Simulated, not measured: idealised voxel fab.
Herein follows the process module entitled voxel transistor to metal.
We display cut, a cross-section 165 nm in width whose square cells are each 5 nm.
Square cells in a grid make up a cross-section in this document, and the grid is given as bands, listed from the top down, each one or more rows of cells.
Quick guide to a band line: top height, bottom height (nm) up front; then every material left to right with its width in nm. Only one material and it's marked "full width"? Then it fills the band edge to edge. And "air" just means empty space.
Heights from 0 (as-received wafer is one material below). Bottom band endless downward, as "0 and below".
Think of "30 to 40" as a width that walks from the first number to the second as you go down the band, top row to bottom row, taking equal-sized steps from row to row.
When a step is marked "remained the same", none of the cells in the cross-section changed during that step.
Basically, "Fully sealed voids" tells you about the enclosed voids: empty spaces with no open way to the top, 8 cells or bigger, each written width x height at distance, where distance is from the left edge, all in nm.
Where a step's line continues beyond its settings, the continuation is a remark by the simulator itself on that step.
overlay nm: where the mask lay relative to plan, measured to the right, on steps with a mask; negatives go left.

[Here's what the planned process steps look like]
1 RECEIVE (material Si)
2 CONFORMAL_DEP (material SiO2; thk nm 5)
3 CONFORMAL_DEP (material SiN; thk nm 10)
4 DIRECTIONAL_DEP (material aC; thk nm 15)
5 PATTERN (tone cover; mask id ACTIVE; material resist; width nm 95; thk nm 30; overlay nm 0)
6 DIRECTIONAL_ETCH (etch materials aC; depth nm 5)
7 STRIP (etch materials resist)
8 DIRECTIONAL_ETCH (etch materials SiN; depth nm 10)
9 DIRECTIONAL_ETCH (etch materials SiO2; depth nm 5)
10 DIRECTIONAL_ETCH (etch materials Si; depth nm 20)
11 STRIP (etch materials aC)
12 OXIDIZE (depth nm 5)
13 FILL_DEP (material SiO2; thk nm 15)
14 CMP (height nm 15)
15 SELECTIVE_ETCH (etch materials SiO2; depth nm 5)
16 STRIP (etch materials SiN)
17 SELECTIVE_ETCH (etch materials SiO2; depth nm 5)
18 OXIDIZE (depth nm 5)
19 DIRECTIONAL_DEP (material polySi; thk nm 20)
20 DIRECTIONAL_DEP (material SiCN; thk nm 15)
21 PATTERN (tone cover; mask id GATE; material resist; width nm 15; thk nm 20; overlay nm 0)
22 DIRECTIONAL_ETCH (etch materials SiCN; depth nm 25)
23 DIRECTIONAL_ETCH (etch materials polySi; depth nm 30)
24 STRIP (etch materials resist)
25 CONFORMAL_DEP (material SiN; thk nm 5)
26 DIRECTIONAL_ETCH (etch materials SiN; depth nm 5)
27 DIRECTIONAL_ETCH (etch materials SiO2; depth nm 5)
28 EPI (material SiGe; thk nm 5)
29 FILL_DEP (material SiO2; thk nm 10)
30 CMP (height nm 35)
31 DIRECTIONAL_DEP (material SiO2; thk nm 10)
32 PATTERN (tone open; mask id CONTACT; material resist; width nm 20; pitch nm 65; thk nm 15; overlay nm 0)
33 DIRECTIONAL_ETCH (etch materials SiO2; depth nm 45)
34 STRIP (etch materials resist)
35 CONFORMAL_DEP (material TiN; thk nm 5)
36 FILL_DEP (material Ru; thk nm 5)
37 CMP (height nm 45)
38 DIRECTIONAL_DEP (material TiN; thk nm 5)
39 DIRECTIONAL_DEP (material Ru; thk nm 20)
40 MASKED_ETCH (tone cover; mask id METAL_1; width nm 20; pitch nm 65; etch materials Ru; depth nm 20; overlay nm 0)
41 MASKED_ETCH (tone cover; mask id METAL_1; width nm 20; pitch nm 65; etch materials TiN; depth nm 5; overlay nm 0)
42 FILL_DEP (material SiO2; thk nm 10)
43 CMP (height nm 70)
44 CONFORMAL_DEP (material SiN; thk nm 5)
Across this set of wafers, the varied parameter is the depth nm of step 6. Starting conditions are identical for every wafer, and the plan reports the value assigned to the first wafer.

[first wafer as received, after step 1]
    0 and below | Si full width
    Fully sealed voids: none

[Cross-section of the first of several wafers once the module has run through its last step, step 44]
    75 down to 70 | SiN full width
    70 down to 50 | SiO2=40; Ru=20; SiO2=45; Ru=20; SiO2=40
    50 down to 45 | SiO2=40; TiN=20; SiO2=45; TiN=20; SiO2=40
    45 down to 35 | SiO2=40; TiN=5; Ru=10; TiN=5; SiO2=45; TiN=5; Ru=10; TiN=5; SiO2=40
    35 down to 20 | SiO2=40; TiN=5; Ru=10; TiN=5; SiO2=10; SiN=5; SiCN=15; SiN=5; SiO2=10; TiN=5; Ru=10; TiN=5; SiO2=40
    20 down to 5 | SiO2=40; TiN=5; Ru=10; TiN=5; SiO2=10; SiN=5; polySi=15; SiN=5; SiO2=10; TiN=5; Ru=10; TiN=5; SiO2=40
    5 down to 0 | SiO2=40; TiN=20; SiO2=10; SiN=5; polySi=15; SiN=5; SiO2=10; TiN=20; SiO2=40
    0 down to -5 | SiGe=70; SiO2=25; SiGe=70
    -5 and below | Si full width
    Fully sealed voids: none

[last wafer at the end]
    75 down to 70 | SiN full width
    70 down to 50 | SiO2=40; Ru=20; SiO2=45; Ru=20; SiO2=40
    50 down to 45 | SiO2=40; TiN=20; SiO2=45; TiN=20; SiO2=40
    45 down to 35 | SiO2=40; TiN=5; Ru=10; TiN=5; SiO2=45; TiN=5; Ru=10; TiN=5; SiO2=40
    35 down to 20 | SiO2=40; TiN=5; Ru=10; TiN=5; SiO2=10; SiN=5; SiCN=15; SiN=5; SiO2=10; TiN=5; Ru=10; TiN=5; SiO2=40
    20 down to 5 | SiO2=40; TiN=5; Ru=10; TiN=5; SiO2=10; SiN=5; polySi=15; SiN=5; SiO2=10; TiN=5; Ru=10; TiN=5; SiO2=40
    5 down to 0 | SiO2=30; SiN=5; SiO2=5; TiN=20; SiO2=10; SiN=5; polySi=15; SiN=5; SiO2=10; TiN=20; SiO2=5; SiN=5; SiO2=30
    0 down to -5 | SiO2=35; SiGe=35; SiO2=25; SiGe=35; SiO2=35
    -5 down to -25 | SiO2=40; Si=85; SiO2=40
    -25 and below | Si full width
    Fully sealed voids: none

[Per wafer (row), end of module: delta in cells per material since receipt, (+) for gained, (-) for lost; closed voids after that]
depth nm 5 | +64 Ru | -33 Si | +9 SiCN | +28 SiGe | +47 SiN | +320 SiO2 | +48 TiN | +12 polySi | Fully sealed voids: none
depth nm 10 | +64 Ru | -33 Si | +9 SiCN | +28 SiGe | +47 SiN | +320 SiO2 | +48 TiN | +12 polySi | Fully sealed voids: none
depth nm 15 | +64 Ru | -97 Si | +9 SiCN | +14 SiGe | +49 SiN | +396 SiO2 | +48 TiN | +12 polySi | Fully sealed voids: none
depth nm 20 | +64 Ru | -97 Si | +9 SiCN | +14 SiGe | +49 SiN | +396 SiO2 | +48 TiN | +12 polySi | Fully sealed voids: none
depth nm 25 | +64 Ru | -97 Si | +9 SiCN | +14 SiGe | +49 SiN | +396 SiO2 | +48 TiN | +12 polySi | Fully sealed voids: none
depth nm 30 | +64 Ru | -97 Si | +9 SiCN | +14 SiGe | +49 SiN | +396 SiO2 | +48 TiN | +12 polySi | Fully sealed voids: none
